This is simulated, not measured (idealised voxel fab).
You're looking at the process module voxel self aligned contacts.
Cross-section cut: width 255 nm, square cells of 5 nm.
Each cross-section below is a grid of square cells, stated as bands in top-down order, with one or more rows of cells making up each band.
The band entry comprises the height of the band's top followed by the height of its bottom, expressed in nm, and subsequently the band's materials from left to right, each stated together with its width in nm. Where a single material is marked with the word "edge to edge", that material fills the band from edge to edge. The word "blank" represents empty space.
Heads up on the height convention: 0 is the point under which the incoming wafer is all one material, and the lowest band has no bottom, it just keeps going down, like "from 0 down".
It should be noted that a width expressed as "30 to 40" varies in equal increments from row to row of cells within the band, taking the value of the first number at the top row and that of the second number at the bottom row.
Key: "no change" - step with no changed cell in the cross-section.
Basically, "Trapped voids" tells you about the enclosed voids: empty spaces with no open way to the top, 8 cells or bigger, each written width x height at distance, where distance is from the left edge, all in nm.
The remark found on a step's line after its settings is issued by the simulator itself and pertains to that step.
"overlay nm" on a masked step: distance the mask lay right of its planned place, negative for left.

Planned step list for the process:
- 1: RECEIVE (material Si)
- 2: OXIDIZE (depth nm 5)
- 3: DIRECTIONAL_DEP (material polySi; thk nm 25)
- 4: DIRECTIONAL_DEP (material SiN; thk nm 20)
- 5: MASKED_ETCH (tone cover; mask id GATE; width nm 35; pitch nm 70; etch materials SiN; depth nm 20; overlay nm -15)
- 6: MASKED_ETCH (tone cover; mask id GATE; width nm 35; pitch nm 70; etch materials polySi; depth nm 25; overlay nm 0)
- 7: CONFORMAL_DEP (material SiN; thk nm 5)
- 8: DIRECTIONAL_ETCH (etch materials SiN; depth nm 5)
- 9: FILL_DEP (material SiO2; thk nm 10)
- 10: CMP (height nm 50)
- 11: DIRECTIONAL_DEP (material aC; thk nm 10)
- 12: PATTERN (tone open; mask id CONTACT; material resist; width nm 45; thk nm 30; overlay nm 0)
- 13: DIRECTIONAL_ETCH (etch materials aC; depth nm 10)
- 14: STRIP (etch materials resist)
- 15: DIRECTIONAL_ETCH (etch materials SiO2; depth nm 55)
- 16: STRIP (etch materials aC)
- 17: CONFORMAL_DEP (material TiN; thk nm 5)
- 18: FILL_DEP (material W; thk nm 5)
- 19: CMP (height nm 50)
- 20: CONFORMAL_DEP (material SiCN; thk nm 5)
All wafers enter the flow in the same state. The overlay nm at step 5 differs from wafer to wafer, and the plan gives the value for the first wafer.

Cross-section of the first incoming wafer of several, state after step 1:
    from 0 down = Si edge to edge
    Trapped voids: none

Below, a row for every wafer. Read it as the end-of-module picture: for each material the wafer shows its cells gained (+) or lost (-) since it was received, and then its closed voids:
overlay nm -15, -51 Si, +51 SiCN, +92 SiN, +332 SiO2, +29 TiN, +8 W, +100 polySi, Trapped voids: none
overlay nm -10, -51 Si, +51 SiCN, +92 SiN, +332 SiO2, +29 TiN, +18 W, +90 polySi, Trapped voids: none
overlay nm -5, -51 Si, +51 SiCN, +92 SiN, +336 SiO2, +29 TiN, +24 W, +80 polySi, Trapped voids: none
overlay nm 0, -51 Si, +51 SiCN, +92 SiN, +340 SiO2, +29 TiN, +30 W, +70 polySi, Trapped voids: none
overlay nm 5, -51 Si, +51 SiCN, +92 SiN, +336 SiO2, +29 TiN, +24 W, +80 polySi, Trapped voids: none
overlay nm 10, -51 Si, +51 SiCN, +92 SiN, +332 SiO2, +29 TiN, +18 W, +90 polySi, Trapped voids: none
overlay nm 15, -51 Si, +51 SiCN, +92 SiN, +332 SiO2, +29 TiN, +8 W, +100 polySi, Trapped voids: none
